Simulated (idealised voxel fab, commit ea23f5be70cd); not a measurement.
Module name: voxel wiring stack (process module)
Cross-section cut spans 235 nm and uses square cells 5 nm in size.
When this document writes out a cross-section, it uses a grid of square cells and lists it as bands, beginning at the top and moving down, with a band standing for one or more rows of cells. Per band: top height and bottom height in nm, followed by the left-to-right materials and their widths in nm; "edge to edge" marks a single material spanning edge to edge, "empty" marks empty space. Heights are measured from 0, the level below which the as-received wafer is all one material; the lowest band has no bottom and continues downward, written as in "0..down". Note: "30..40" means the width goes from the first number (top row of the band) to the second number (bottom row) in equal steps per row of cells. What does "nothing got changed" mean for a step? It means no cell of the cross-section changed in that step. Look at "Closed cavity list" for the closed voids: empty spaces with no open path to the top, sized 8 cells or up. Each is width x height at distance, distance from the left edge, all nm. Note: text after step settings on the step line = simulator remark on that step. A step line may carry the setting "overlay nm", which, for steps involving a mask, states the distance by which the mask lay to the right of its intended position; negative values denote displacement to the left.
-- The steps planned for the process are as follows
- 1: RECEIVE, material Si
- 2: CONFORMAL_DEP, material SiO2, thk nm 10
- 3: DIRECTIONAL_DEP, material TiN, thk nm 5
- 4: DIRECTIONAL_DEP, material W, thk nm 20
- 5: PATTERN, tone cover, mask id METAL_1, material resist, width nm 30, pitch nm 45, thk nm 20, overlay nm 0
- 6: DIRECTIONAL_ETCH, etch materials W, depth nm 20
- 7: DIRECTIONAL_ETCH, etch materials TiN, depth nm 5
- 8: STRIP, etch materials resist
- 9: FILL_DEP, material lowk, thk nm 5
- 10: CMP, height nm 35
- 11: CONFORMAL_DEP, material SiCN, thk nm 5
- 12: DIRECTIONAL_DEP, material SiO2, thk nm 20
- 13: DIRECTIONAL_DEP, material aC, thk nm 15
- 14: PATTERN, tone open, mask id PLUG_1, material resist, width nm 15, pitch nm 45, thk nm 35, overlay nm 0
- 15: DIRECTIONAL_ETCH, etch materials aC, depth nm 15
- 16: STRIP, etch materials resist
- 17: DIRECTIONAL_ETCH, etch materials SiO2, depth nm 20
- 18: DIRECTIONAL_ETCH, etch materials SiCN, depth nm 5
- 19: STRIP, etch materials aC
- 20: CONFORMAL_DEP, material TiN, thk nm 5
- 21: FILL_DEP, material W, thk nm 10
- 22: CMP, height nm 60
- 23: CONFORMAL_DEP, material SiCN, thk nm 5
- 24: DIRECTIONAL_DEP, material lowk, thk nm 20
- 25: PATTERN, tone open, mask id METAL_2, material resist, width nm 30, pitch nm 45, thk nm 15, overlay nm 0
- 26: DIRECTIONAL_ETCH, etch materials lowk, depth nm 20
- 27: DIRECTIONAL_ETCH, etch materials SiCN, depth nm 5
- 28: STRIP, etch materials resist
- 29: CONFORMAL_DEP, material TiN, thk nm 5
- 30: FILL_DEP, material Cu, thk nm 5
- 31: CMP, height nm 85
- 32: CONFORMAL_DEP, material SiCN, thk nm 5
- 33: DIRECTIONAL_DEP, material SiO2, thk nm 30
- 34: PATTERN, tone open, mask id METAL_3, material resist, width nm 30, pitch nm 45, thk nm 15, overlay nm 0
- 35: DIRECTIONAL_ETCH, etch materials SiO2, depth nm 20
- 36: STRIP, etch materials resist
- 37: PATTERN, tone open, mask id METAL_3_HOLES, material resist, width nm 15, pitch nm 90, thk nm 20, overlay nm 0
- 38: DIRECTIONAL_ETCH, etch materials SiO2, depth nm 10
- 39: DIRECTIONAL_ETCH, etch materials SiCN, depth nm 5
- 40: STRIP, etch materials resist
- 41: CONFORMAL_DEP, material TiN, thk nm 5
- 42: FILL_DEP, material Cu, thk nm 5
- 43: CMP, height nm 120
- 44: CONFORMAL_DEP, material SiCN, thk nm 5
- 45: DIRECTIONAL_DEP, material lowk, thk nm 30
- 46: PATTERN, tone open, mask id METAL_4, material resist, width nm 30, pitch nm 45, thk nm 20, overlay nm 0
- 47: DIRECTIONAL_ETCH, etch materials lowk, depth nm 15
- 48: STRIP, etch materials resist
- 49: MASKED_ETCH, tone open, mask id METAL_4_HOLES, width nm 15, pitch nm 45, etch materials lowk, depth nm 15, overlay nm 0
- 50: MASKED_ETCH, tone open, mask id METAL_4_HOLES, width nm 15, pitch nm 45, etch materials SiCN, depth nm 5, overlay nm 0
- 51: CONFORMAL_DEP, material TiN, thk nm 5
- 52: FILL_DEP, material Cu, thk nm 10
- 53: CMP, height nm 155
- 54: CONFORMAL_DEP, material SiN, thk nm 5
-- Cross-section of the incoming wafer, state after step 1
* 0..down | Si edge to edge
* Closed cavity list: none
-- The first of the two wafers as seen in cross-section once the module was finished; processing followed the plan
* 160..155 | SiN edge to edge
* 155..145 | lowk (55), then TiN (5), then Cu (20), then TiN (5), then lowk (15), then TiN (5), then Cu (20), then TiN (5), then lowk (15), then TiN (5), then Cu (20), then TiN (5), then lowk (60)
* 145..140 | lowk (55), then TiN (5), then Cu (5), then TiN (20), then lowk (15), then TiN (5), then Cu (5), then TiN (20), then lowk (15), then TiN (5), then Cu (5), then TiN (20), then lowk (60)
* 140..125 | lowk (55), then TiN (5), then Cu (5), then TiN (5), then lowk (30), then TiN (5), then Cu (5), then TiN (5), then lowk (30), then TiN (5), then Cu (5), then TiN (5), then lowk (75)
* 125..120 | SiCN (55), then TiN (15), then SiCN (30), then TiN (15), then SiCN (30), then TiN (15), then SiCN (75)
* 120..105 | SiO2 (55), then TiN (5), then Cu (20), then TiN (5), then SiO2 (15), then TiN (5), then Cu (20), then TiN (5), then SiO2 (15), then TiN (5), then Cu (20), then TiN (5), then SiO2 (60)
* 105..100 | SiO2 (55), then TiN (5), then Cu (5), then TiN (20), then SiO2 (15), then TiN (30), then SiO2 (15), then TiN (5), then Cu (5), then TiN (20), then SiO2 (60)
* 100..90 | SiO2 (55), then TiN (5), then Cu (5), then TiN (5), then SiO2 (75), then TiN (5), then Cu (5), then TiN (5), then SiO2 (75)
* 90..85 | SiCN (55), then TiN (15), then SiCN (75), then TiN (15), then SiCN (75)
* 85..65 | lowk (55), then TiN (5), then Cu (20), then TiN (5), then lowk (15), then TiN (5), then Cu (20), then TiN (5), then lowk (15), then TiN (5), then Cu (20), then TiN (5), then lowk (60)
* 65..60 | SiCN (55), then TiN (30), then SiCN (15), then TiN (30), then SiCN (15), then TiN (30), then SiCN (60)
* 60..40 | SiO2 (55), then TiN (5), then W (5), then TiN (5), then SiO2 (30), then TiN (5), then W (5), then TiN (5), then SiO2 (30), then TiN (5), then W (5), then TiN (5), then SiO2 (75)
* 40..35 | SiCN (55), then TiN (15), then SiCN (30), then TiN (15), then SiCN (30), then TiN (15), then SiCN (75)
* 35..15 | lowk (55), then W (30), then lowk (15), then W (30), then lowk (15), then W (30), then lowk (60)
* 15..10 | lowk (55), then TiN (30), then lowk (15), then TiN (30), then lowk (15), then TiN (30), then lowk (60)
* 10..0 | SiO2 edge to edge
* 0..down | Si edge to edge
* Closed cavity list: none
-- Cross-section, wafer two of two, end of module: same start and plan as wafer one, one error in execution
* 160..155 | SiN edge to edge
* 155..145 | lowk (55), then TiN (5), then Cu (20), then TiN (5), then lowk (15), then TiN (5), then Cu (20), then TiN (5), then lowk (15), then TiN (5), then Cu (20), then TiN (5), then lowk (60)
* 145..140 | lowk (55), then TiN (5), then Cu (5), then TiN (20), then lowk (15), then TiN (5), then Cu (5), then TiN (20), then lowk (15), then TiN (5), then Cu (5), then TiN (20), then lowk (60)
* 140..125 | lowk (55), then TiN (5), then Cu (5), then TiN (5), then lowk (30), then TiN (5), then Cu (5), then TiN (5), then lowk (30), then TiN (5), then Cu (5), then TiN (5), then lowk (75)
* 125..120 | SiCN (55), then TiN (15), then SiCN (30), then TiN (15), then SiCN (30), then TiN (15), then SiCN (75)
* 120..105 | SiO2 (55), then TiN (5), then Cu (20), then TiN (5), then SiO2 (15), then TiN (5), then Cu (20), then TiN (5), then SiO2 (15), then TiN (5), then Cu (20), then TiN (5), then SiO2 (60)
* 105..100 | SiO2 (55), then TiN (5), then Cu (5), then TiN (20), then SiO2 (15), then TiN (30), then SiO2 (15), then TiN (5), then Cu (5), then TiN (20), then SiO2 (60)
* 100..90 | SiO2 (55), then TiN (5), then Cu (5), then TiN (5), then SiO2 (75), then TiN (5), then Cu (5), then TiN (5), then SiO2 (75)
* 90..85 | SiCN (55), then TiN (15), then SiCN (75), then TiN (15), then SiCN (75)
* 85..65 | lowk (55), then TiN (5), then Cu (20), then TiN (5), then lowk (15), then TiN (5), then Cu (20), then TiN (5), then lowk (15), then TiN (5), then Cu (20), then TiN (5), then lowk (60)
* 65..60 | SiCN (55), then TiN (30), then SiCN (15), then TiN (30), then SiCN (15), then TiN (30), then SiCN (60)
* 60..45 | SiO2 (55), then TiN (5), then W (5), then TiN (5), then SiO2 (30), then TiN (5), then W (5), then TiN (5), then SiO2 (30), then TiN (5), then W (5), then TiN (5), then SiO2 (75)
* 45..40 | SiO2 (55), then TiN (15), then SiO2 (30), then TiN (15), then SiO2 (30), then TiN (15), then SiO2 (75)
* 40..35 | TiN edge to edge
* 35..15 | lowk (55), then W (30), then lowk (15), then W (30), then lowk (15), then W (30), then lowk (60)
* 15..10 | lowk (55), then TiN (30), then lowk (15), then TiN (30), then lowk (15), then TiN (30), then lowk (60)
* 10..0 | SiO2 edge to edge
* 0..down | Si edge to edge
* Closed cavity list: none
Here's what went sideways: the process deviated at step 11: the operation and settings actually run there were CONFORMAL_DEP, material TiN, thk nm 5
The second wafer ends with more or fewer cells of some materials than the first, per final count: -38 SiCN; +41 TiN; -3 W
